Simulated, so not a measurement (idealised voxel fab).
Title: Process Module voxel gate over fins
The figure presents cross-section cut, which has a width of 165 nm and is divided into square cells with an edge length of 5 nm.
In what follows, cross-sections appear as grids of square cells, described through bands that run from the top down, where every band is one or more rows of cells. This entry defines a band. It first specifies the height of the band's top and the height of its bottom in nm, and then specifies the band's materials from left to right, stating each material with its width in nm. The word "edge to edge" identifies a single material that fills the band from edge to edge, while the word "blank" identifies empty space. Note: height 0 marks the level under which the wafer is uniformly one material as received. Lowest band unbounded below, written "from 0 down". Think of "30 to 40" as a width that walks from the first number to the second as you go down the band, top row to bottom row, taking equal-sized steps from row to row. What does "nothing different" mean for a step? It means no cell of the cross-section changed in that step. Entry "Fully sealed voids" = empty spaces >= 8 cells with no open way to the top; each as width x height at distance, distance from left edge, all nm. Step line, after settings: the simulator's comment on this step. overlay nm, on a step with a mask: how far to the right of its planned place the mask lay; to the left if negative.
[Steps in the process plan]
1: RECEIVE (material Si)
2: CONFORMAL_DEP (material SiN; thk nm 5)
3: PATTERN (tone cover; mask id FINS; material resist; width nm 15; pitch nm 45; thk nm 20; overlay nm 0)
4: DIRECTIONAL_ETCH (etch materials SiN; depth nm 5)
5: DIRECTIONAL_ETCH (etch materials Si; depth nm 30)
6: STRIP (etch materials resist)
7: FILL_DEP (material SiO2; thk nm 15)
8: CMP (height nm 5)
9: SELECTIVE_ETCH (etch materials SiO2; depth nm 20)
10: STRIP (etch materials SiN)
11: CONFORMAL_DEP (material HfO2; thk nm 5)
12: CONFORMAL_DEP (material TiN; thk nm 5)
13: CONFORMAL_DEP (material TiAl; thk nm 5)
14: CONFORMAL_DEP (material TiN; thk nm 5)
15: FILL_DEP (material W; thk nm 10)
16: CMP (height nm 25)
17: CONFORMAL_DEP (material SiCN; thk nm 10)
[First of the two wafers, run per plan]
[The cross-section here shows the wafer as received, i.e. in its state after step 1]
	from 0 down | Si edge to edge
	Fully sealed voids: none
[Cross-section of the wafer after step 2]
	from 5 to 0 | SiN edge to edge
	Unchanged below 0.
[Cross-section of the wafer after step 3]
	from 25 to 5 | blank 50; resist 15; blank 30; resist 15; blank 55
	Unchanged below 5.
[Cross-section of the wafer after step 4]
	from 25 to 5 | blank 50; resist 15; blank 30; resist 15; blank 55
	from 5 to 0 | blank 50; SiN 15; blank 30; SiN 15; blank 55
	Unchanged below 0.
[Cross-section of the wafer after step 5]
	from 25 to 5 | blank 50; resist 15; blank 30; resist 15; blank 55
	from 5 to 0 | blank 50; SiN 15; blank 30; SiN 15; blank 55
	from 0 to -30 | blank 50; Si 15; blank 30; Si 15; blank 55
	Unchanged below -30.
[Cross-section of the wafer after step 6]
	from 5 to 0 | blank 50; SiN 15; blank 30; SiN 15; blank 55
	Unchanged below 0.
[Cross-section of the wafer after step 7]
	from 20 to 5 | SiO2 edge to edge
	from 5 to 0 | SiO2 50; SiN 15; SiO2 30; SiN 15; SiO2 55
	from 0 to -30 | SiO2 50; Si 15; SiO2 30; Si 15; SiO2 55
	Unchanged below -30.
[Cross-section of the wafer after step 8]
	from 5 to 0 | SiO2 50; SiN 15; SiO2 30; SiN 15; SiO2 55
	Unchanged below 0.
[Cross-section of the wafer after step 9]
	from 5 to 0 | blank 50; SiN 15; blank 30; SiN 15; blank 55
	from 0 to -15 | blank 50; Si 15; blank 30; Si 15; blank 55
	Unchanged below -15.
[Cross-section of the wafer after step 10]
	from 0 to -15 | blank 50; Si 15; blank 30; Si 15; blank 55
	Unchanged below -15.
[Cross-section of the wafer after step 11]
	from 5 to 0 | blank 45; HfO2 25; blank 20; HfO2 25; blank 50
	from 0 to -10 | blank 45; HfO2 5; Si 15; HfO2 5; blank 20; HfO2 5; Si 15; HfO2 5; blank 50
	from -10 to -15 | HfO2 50; Si 15; HfO2 30; Si 15; HfO2 55
	Unchanged below -15.
[Cross-section of the wafer after step 12]
	from 10 to 5 | blank 40; TiN 35; blank 10; TiN 35; blank 45
	from 5 to 0 | blank 40; TiN 5; HfO2 25; TiN 5; blank 10; TiN 5; HfO2 25; TiN 5; blank 45
	from 0 to -5 | blank 40; TiN 5; HfO2 5; Si 15; HfO2 5; TiN 5; blank 10; TiN 5; HfO2 5; Si 15; HfO2 5; TiN 5; blank 45
	from -5 to -10 | TiN 45; HfO2 5; Si 15; HfO2 5; TiN 20; HfO2 5; Si 15; HfO2 5; TiN 50
	Unchanged below -10.
[Cross-section of the wafer after step 13]
	from 15 to 10 | blank 35; TiAl 90; blank 40
	from 10 to 5 | blank 35; TiAl 5; TiN 35; TiAl 10; TiN 35; TiAl 5; blank 40
	from 5 to 0 | blank 35; TiAl 5; TiN 5; HfO2 25; TiN 5; TiAl 10; TiN 5; HfO2 25; TiN 5; TiAl 5; blank 40
	from 0 to -5 | TiAl 40; TiN 5; HfO2 5; Si 15; HfO2 5; TiN 5; TiAl 10; TiN 5; HfO2 5; Si 15; HfO2 5; TiN 5; TiAl 45
	Unchanged below -5.
[Cross-section of the wafer after step 14]
	from 20 to 15 | blank 30; TiN 100; blank 35
	from 15 to 10 | blank 30; TiN 5; TiAl 90; TiN 5; blank 35
	from 10 to 5 | blank 30; TiN 5; TiAl 5; TiN 35; TiAl 10; TiN 35; TiAl 5; TiN 5; blank 35
	from 5 to 0 | TiN 35; TiAl 5; TiN 5; HfO2 25; TiN 5; TiAl 10; TiN 5; HfO2 25; TiN 5; TiAl 5; TiN 40
	Unchanged below 0.
[Cross-section of the wafer after step 15]
	from 30 to 20 | W edge to edge
	from 20 to 15 | W 30; TiN 100; W 35
	from 15 to 10 | W 30; TiN 5; TiAl 90; TiN 5; W 35
	from 10 to 5 | W 30; TiN 5; TiAl 5; TiN 35; TiAl 10; TiN 35; TiAl 5; TiN 5; W 35
	Unchanged below 5.
[Cross-section of the wafer after step 16]
	from 25 to 20 | W edge to edge
	Unchanged below 20.
[Cross-section of the wafer after step 17]
	from 35 to 25 | SiCN edge to edge
	Unchanged below 25.
[Second wafer: same start and same plan as the first, one execution error; identical to the first through step 2]
[X-section, second wafer, when step 3 was due to finish]
	from 25 to 5 | blank 45; resist 25; blank 20; resist 25; blank 50
	Unchanged below 5.
[X-section, second wafer, when step 4 was due to finish]
	from 25 to 5 | blank 45; resist 25; blank 20; resist 25; blank 50
	from 5 to 0 | blank 45; SiN 25; blank 20; SiN 25; blank 50
	Unchanged below 0.
[X-section, second wafer, when step 5 was due to finish]
	from 25 to 5 | blank 45; resist 25; blank 20; resist 25; blank 50
	from 5 to 0 | blank 45; SiN 25; blank 20; SiN 25; blank 50
	from 0 to -30 | blank 45; Si 25; blank 20; Si 25; blank 50
	Unchanged below -30.
[X-section, second wafer, when step 6 was due to finish]
	from 5 to 0 | blank 45; SiN 25; blank 20; SiN 25; blank 50
	Unchanged below 0.
[X-section, second wafer, when step 7 was due to finish]
	from 20 to 5 | SiO2 edge to edge
	from 5 to 0 | SiO2 45; SiN 25; SiO2 20; SiN 25; SiO2 50
	from 0 to -30 | SiO2 45; Si 25; SiO2 20; Si 25; SiO2 50
	Unchanged below -30.
[X-section, second wafer, when step 8 was due to finish]
	from 5 to 0 | SiO2 45; SiN 25; SiO2 20; SiN 25; SiO2 50
	Unchanged below 0.
[X-section, second wafer, when step 9 was due to finish]
	from 5 to 0 | blank 45; SiN 25; blank 20; SiN 25; blank 50
	from 0 to -15 | blank 45; Si 25; blank 20; Si 25; blank 50
	Unchanged below -15.
[X-section, second wafer, when step 10 was due to finish]
	from 0 to -15 | blank 45; Si 25; blank 20; Si 25; blank 50
	Unchanged below -15.
[X-section, second wafer, when step 11 was due to finish]
	from 5 to 0 | blank 40; HfO2 35; blank 10; HfO2 35; blank 45
	from 0 to -10 | blank 40; HfO2 5; Si 25; HfO2 5; blank 10; HfO2 5; Si 25; HfO2 5; blank 45
	from -10 to -15 | HfO2 45; Si 25; HfO2 20; Si 25; HfO2 50
	Unchanged below -15.
[X-section, second wafer, when step 12 was due to finish]
	from 10 to 5 | blank 35; TiN 90; blank 40
	from 5 to 0 | blank 35; TiN 5; HfO2 35; TiN 10; HfO2 35; TiN 5; blank 40
	from 0 to -5 | blank 35; TiN 5; HfO2 5; Si 25; HfO2 5; TiN 10; HfO2 5; Si 25; HfO2 5; TiN 5; blank 40
	from -5 to -10 | TiN 40; HfO2 5; Si 25; HfO2 5; TiN 10; HfO2 5; Si 25; HfO2 5; TiN 45
	Unchanged below -10.
[X-section, second wafer, when step 13 was due to finish]
	from 15 to 10 | blank 30; TiAl 100; blank 35
	from 10 to 5 | blank 30; TiAl 5; TiN 90; TiAl 5; blank 35
	from 5 to 0 | blank 30; TiAl 5; TiN 5; HfO2 35; TiN 10; HfO2 35; TiN 5; TiAl 5; blank 35
	from 0 to -5 | TiAl 35; TiN 5; HfO2 5; Si 25; HfO2 5; TiN 10; HfO2 5; Si 25; HfO2 5; TiN 5; TiAl 40
	Unchanged below -5.
[X-section, second wafer, when step 14 was due to finish]
	from 20 to 15 | blank 25; TiN 110; blank 30
	from 15 to 10 | blank 25; TiN 5; TiAl 100; TiN 5; blank 30
	from 10 to 5 | blank 25; TiN 5; TiAl 5; TiN 90; TiAl 5; TiN 5; blank 30
	from 5 to 0 | TiN 30; TiAl 5; TiN 5; HfO2 35; TiN 10; HfO2 35; TiN 5; TiAl 5; TiN 35
	Unchanged below 0.
[X-section, second wafer, when step 15 was due to finish]
	from 30 to 20 | W edge to edge
	from 20 to 15 | W 25; TiN 110; W 30
	from 15 to 10 | W 25; TiN 5; TiAl 100; TiN 5; W 30
	from 10 to 5 | W 25; TiN 5; TiAl 5; TiN 90; TiAl 5; TiN 5; W 30
	Unchanged below 5.
[X-section, second wafer, when step 16 was due to finish]
	from 25 to 20 | W edge to edge
	Unchanged below 20.
[X-section, second wafer, when step 17 was due to finish]
	from 35 to 25 | SiCN edge to edge
	Unchanged below 25.
Error vs. plan: step 3 ran with different settings than intended, the actual operation and settings being PATTERN (tone cover; mask id FINS; material resist; width nm 25; pitch nm 45; thk nm 20; overlay nm 0)
Upon completion, the second wafer contains, in terms of cells, a greater or smaller amount of certain materials than the first wafer: 24 more of Si, 12 fewer of SiO2, 6 fewer of TiAl, 6 fewer of W
